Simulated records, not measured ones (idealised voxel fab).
process module | voxel self aligned vias
cross-section cut | 285 nm wide | cells 5 nm
A cross-section is a grid of square cells, given in bands from the top down. A band is one or more rows of cells.
Each band's line starts with the height of the band's top and of its bottom, in nm. Then come its materials from left to right, each with its width in nm. One material with "throughout" fills the band from edge to edge. "air" is empty space.
Height 0 is the level under which the wafer as received is all one material. The lowest band goes on downwards, as in "0 down".
A width such as "30 to 40" changes by the same amount from each row of cells to the next, from the band's top row to its bottom row.
"no change" after a step means that no cell of the cross-section changed.
closed voids: empty space of 8 cells or more with no open way to the top, each as width x height at its distance from the left edge, in nm
after a step's settings: what the simulator itself notes on the step
overlay nm, on a step with a mask: how far to the right of its planned place the mask lay; to the left if negative
plan
1 op RECEIVE | material Si
2 op CONFORMAL_DEP | material SiO2 | thk nm 10
3 op CONFORMAL_DEP | material SiCN | thk nm 5
4 op DIRECTIONAL_DEP | material SiO2 | thk nm 25
5 op DIRECTIONAL_DEP | material aC | thk nm 10
6 op PATTERN | tone open | mask id LINES | material resist | width nm 30 | pitch nm 75 | thk nm 30 | overlay nm 0
7 op DIRECTIONAL_ETCH | etch materials aC | depth nm 10
8 op STRIP | etch materials resist
9 op DIRECTIONAL_ETCH | etch materials SiO2 | depth nm 25
10 op STRIP | etch materials aC
11 op CONFORMAL_DEP | material TiN | thk nm 5
12 op FILL_DEP | material Ru | thk nm 10
13 op CMP | height nm 40
14 op SELECTIVE_ETCH | etch materials W Ru TiN | depth nm 10
15 op FILL_DEP | material SiN | thk nm 10
16 op CMP | height nm 40
17 op DIRECTIONAL_DEP | material SiO2 | thk nm 15
18 op PATTERN | tone open | mask id VIAS | material resist | width nm 50 | thk nm 15 | overlay nm 0
19 op DIRECTIONAL_ETCH | etch materials SiO2 | depth nm 15
20 op DIRECTIONAL_ETCH | etch materials SiN | depth nm 10
21 op STRIP | etch materials resist
22 op CONFORMAL_DEP | material TiN | thk nm 5
23 op FILL_DEP | material Ru | thk nm 10
24 op CMP | height nm 55
25 op CONFORMAL_DEP | material SiCN | thk nm 5
as received, after step 1
  0 down: Si throughout
  closed voids: none
a wafer at the end: this start, this plan, one mistake
  60 to 55: SiCN throughout
  55 to 45: SiO2 70 | TiN 5 | Ru 40 | TiN 5 | SiO2 165
  45 to 40: SiO2 70 | TiN 25 | Ru 20 | TiN 5 | SiO2 165
  40 to 35: SiO2 90 | TiN 5 | Ru 20 | TiN 5 | SiO2 45 | SiN 30 | SiO2 90
  35 to 30: SiO2 90 | TiN 30 | SiO2 45 | SiN 30 | SiO2 90
  30 to 20: SiO2 90 | TiN 5 | Ru 20 | TiN 5 | SiO2 45 | TiN 5 | Ru 20 | TiN 5 | SiO2 90
  20 to 15: SiO2 90 | TiN 30 | SiO2 45 | TiN 30 | SiO2 90
  15 to 10: SiCN throughout
  10 to 0: SiO2 throughout
  0 down: Si throughout
  closed voids: none
what went wrong: step 18 ran as: op PATTERN | tone open | mask id VIAS | material resist | width nm 50 | thk nm 15 | overlay nm -10
